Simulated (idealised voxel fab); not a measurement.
Process module under the name voxel capacitor over wiring
Xsec cut, 155 nm wide, square cell size 5 nm.
Cross-section format: a grid of square cells, given as bands from top to bottom; each band is one or more rows of cells. Heights first: top, then bottom, in nm. Then materials, left to right, each with a width in nm. "all across" on a single material: fills the band edge to edge. "air": empty space. Height is counted from the level 0, under which the received wafer is composed throughout of one material. The lowest of the bands is not closed at the bottom but continues downward, in the notation "0 and below". Width spec "30 to 40" -> top row of cells at first value, bottom row at second value, equal per-row change in between. "nothing was modified" (step): cross-section cells unchanged, all of them. Heads up: "Completely enclosed voids" only lists the empty pockets with no open path to the top that are 8 cells or more, and it writes them as width x height at distance, distance from the left edge, in nm. Note: text after step settings on the step line = simulator remark on that step. You can add "overlay nm" to a step's line. For a step with a mask, it describes how far the mask lay to the right of its planned position, and a negative number describes a lay to the left.

Listed below are the process steps as planned
| 1 | RECEIVE [material Si] |
| 2 | CONFORMAL_DEP [material SiO2] [thk nm 15] |
| 3 | CONFORMAL_DEP [material SiN] [thk nm 5] |
| 4 | DIRECTIONAL_DEP [material SiO2] [thk nm 25] |
| 5 | PATTERN [tone open] [mask id METAL_1] [material resist] [width nm 25] [pitch nm 80] [thk nm 15] [overlay nm 0] |
| 6 | DIRECTIONAL_ETCH [etch materials SiO2] [depth nm 25] |
| 7 | DIRECTIONAL_ETCH [etch materials SiN] [depth nm 5] |
| 8 | STRIP [etch materials resist] |
| 9 | CONFORMAL_DEP [material TiN] [thk nm 5] |
| 10 | FILL_DEP [material Cu] [thk nm 10] |
| 11 | CMP [height nm 45] |
| 12 | CONFORMAL_DEP [material SiCN] [thk nm 5] |
| 13 | DIRECTIONAL_DEP [material lowk] [thk nm 20] |
| 14 | DIRECTIONAL_DEP [material aC] [thk nm 10] |
| 15 | PATTERN [tone open] [mask id PLUG_1] [material resist] [width nm 15] [thk nm 30] [overlay nm 0] |
| 16 | DIRECTIONAL_ETCH [etch materials aC] [depth nm 10] |
| 17 | STRIP [etch materials resist] |
| 18 | DIRECTIONAL_ETCH [etch materials lowk] [depth nm 20] |
| 19 | DIRECTIONAL_ETCH [etch materials SiCN] [depth nm 5] |
| 20 | STRIP [etch materials aC] |
| 21 | EPI [material Ru] [thk nm 10] |
| 22 | EPI [material Ru] [thk nm 10] |
| 23 | EPI [material Ru] [thk nm 5] |
| 24 | DIRECTIONAL_DEP [material TiN] [thk nm 5] |
| 25 | DIRECTIONAL_DEP [material SiN] [thk nm 5] |
| 26 | DIRECTIONAL_DEP [material TiN] [thk nm 10] |
| 27 | MASKED_ETCH [tone cover] [mask id UPPER_PLATE] [width nm 60] [etch materials TiN] [depth nm 10] [overlay nm 0] |
| 28 | MASKED_ETCH [tone cover] [mask id UPPER_PLATE] [width nm 60] [etch materials SiN] [depth nm 5] [overlay nm 0] |
| 29 | MASKED_ETCH [tone cover] [mask id LOWER_PLATE] [width nm 70] [etch materials TiN] [depth nm 5] [overlay nm 0] |
| 30 | FILL_DEP [material SiO2] [thk nm 20] |
| 31 | CMP [height nm 105] |
| 32 | MASKED_ETCH [tone open] [mask id PLUG_2] [width nm 15] [etch materials SiO2] [depth nm 15] [overlay nm 0] |
| 33 | CONFORMAL_DEP [material TiN] [thk nm 5] |
| 34 | FILL_DEP [material W] [thk nm 5] |
| 35 | CMP [height nm 105] |
| 36 | CONFORMAL_DEP [material SiN] [thk nm 5] |

Shown in cross-section is the wafer as received, that is, as it stands after step 1
	0 and below  Si all across
	Completely enclosed voids: none

Cross-section taken at module completion on the first of two wafers; processed per the plan
	110 down to 105  SiN all across
	105 down to 95  SiO2 (45), TiN (5), W (5), TiN (5), SiO2 (95)
	95 down to 90  SiO2 (45), TiN (15), SiO2 (95)
	90 down to 80  SiO2 (35), TiN (60), SiO2 (60)
	80 down to 75  SiO2 (35), SiN (60), SiO2 (60)
	75 down to 70  SiO2 (30), TiN (70), SiO2 (55)
	70 down to 50  lowk (35), Ru (15), lowk (105)
	50 down to 45  SiCN (35), Ru (15), SiCN (105)
	45 down to 20  SiO2 (25), TiN (5), Cu (15), TiN (5), SiO2 (55), TiN (5), Cu (15), TiN (5), SiO2 (25)
	20 down to 15  SiN (25), TiN (25), SiN (55), TiN (25), SiN (25)
	15 down to 0  SiO2 all across
	0 and below  Si all across
	Completely enclosed voids: none

Second wafer at the end: like start, like plan, one mistake
	110 down to 105  SiN all across
	105 down to 95  SiO2 (45), TiN (5), W (5), TiN (5), SiO2 (95)
	95 down to 90  SiO2 (45), TiN (15), SiO2 (95)
	90 down to 85  SiO2 all across
	85 down to 80  SiO2 (35), TiN (60), SiO2 (60)
	80 down to 75  SiO2 (35), SiN (60), SiO2 (60)
	75 down to 70  TiN (30), SiO2 (5), TiN (60), SiO2 (5), TiN (55)
	70 down to 50  lowk (35), Ru (15), lowk (105)
	50 down to 45  SiCN (35), Ru (15), SiCN (105)
	45 down to 20  SiO2 (25), TiN (5), Cu (15), TiN (5), SiO2 (55), TiN (5), Cu (15), TiN (5), SiO2 (25)
	20 down to 15  SiN (25), TiN (25), SiN (55), TiN (25), SiN (25)
	15 down to 0  SiO2 all across
	0 and below  Si all across
	Completely enclosed voids: none
The mistake made against the process plan was this: in deviation from the planned setting, step 29 was conducted as MASKED_ETCH [tone open] [mask id LOWER_PLATE] [width nm 70] [etch materials TiN] [depth nm 5] [overlay nm 0]
Final comparison by cell count, materials where the second wafer has more or fewer than the first: SiO2 -3, TiN +3
